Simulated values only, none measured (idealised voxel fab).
Presented below is a process module, voxel self aligned vias.
Xsec cut, 285 nm wide, square cell size 5 nm.
Bands, listed from the top down, are how a cross-section gets written in this document; the cross-section itself is a grid of square cells, and a band is one or more rows of them. Top height, bottom height, nm. Materials left to right, width each, nm. Single material + "everywhere" = fills band edge to edge. "empty" = empty. Note: height 0 marks the level under which the wafer is uniformly one material as received. Lowest band unbounded below, written "z 0 and below". The expression "30->40" gives the width at the extremes of the band, the first number at its top row of cells and the second at its bottom row, with the width changing by equal amounts from each row to the next in between. What does "no change" mean for a step? It means no cell of the cross-section changed in that step. Heads up: "Voids, fully enclosed" only lists the empty pockets with no open path to the top that are 8 cells or more, and it writes them as width x height at distance, distance from the left edge, in nm. Text after the settings on a step's line: the simulator's own remark on that step. overlay nm: where the mask lay relative to plan, measured to the right, on steps with a mask; negatives go left.

## Steps planned for the process
1. RECEIVE with material Si
2. CONFORMAL_DEP with material SiO2, thk nm 10
3. CONFORMAL_DEP with material SiCN, thk nm 5
4. DIRECTIONAL_DEP with material lowk, thk nm 25
5. PATTERN with tone open, mask id LINES, material resist, width nm 25, pitch nm 70, thk nm 15, overlay nm 0
6. DIRECTIONAL_ETCH with etch materials lowk, depth nm 25
7. STRIP with etch materials resist
8. CONFORMAL_DEP with material TiN, thk nm 5
9. FILL_DEP with material Ru, thk nm 10
10. CMP with height nm 40
11. SELECTIVE_ETCH with etch materials W Ru TiN, depth nm 5
12. FILL_DEP with material SiN, thk nm 10
13. CMP with height nm 40
14. DIRECTIONAL_DEP with material lowk, thk nm 20
15. DIRECTIONAL_DEP with material aC, thk nm 15
16. PATTERN with tone open, mask id VIAS, material resist, width nm 45, pitch nm 70, thk nm 30, overlay nm 0
17. DIRECTIONAL_ETCH with etch materials aC, depth nm 15
18. STRIP with etch materials resist
19. DIRECTIONAL_ETCH with etch materials lowk, depth nm 20
20. DIRECTIONAL_ETCH with etch materials SiN, depth nm 5
21. STRIP with etch materials aC
22. CONFORMAL_DEP with material TiN, thk nm 5
23. FILL_DEP with material Cu, thk nm 10
24. CMP with height nm 60
25. CONFORMAL_DEP with material SiCN, thk nm 5

## Incoming wafer in cross-section (state: after step 1)
* z 0 and below = Si everywhere
* Voids, fully enclosed: none

## Wafer at module end, in section. Began as above, planned as above, run with one mistake
* z 65 to 60 = SiCN everywhere
* z 60 to 45 = Cu 80 | TiN 5 | lowk 45 | TiN 5 | Cu 15 | TiN 5 | lowk 45 | TiN 5 | Cu 80
* z 45 to 40 = TiN 85 | lowk 45 | TiN 25 | lowk 45 | TiN 85
* z 40 to 35 = lowk 95 | SiN 25 | lowk 45 | SiN 25 | lowk 95
* z 35 to 20 = lowk 95 | TiN 5 | Ru 15 | TiN 5 | lowk 45 | TiN 5 | Ru 15 | TiN 5 | lowk 95
* z 20 to 15 = lowk 95 | TiN 25 | lowk 45 | TiN 25 | lowk 95
* z 15 to 10 = SiCN everywhere
* z 10 to 0 = SiO2 everywhere
* z 0 and below = Si everywhere
* Voids, fully enclosed: none
What broke from the plan during processing? step 16, actual vs plan mismatch, actual run PATTERN with tone cover, mask id VIAS, material resist, width nm 45, pitch nm 70, thk nm 30, overlay nm 0
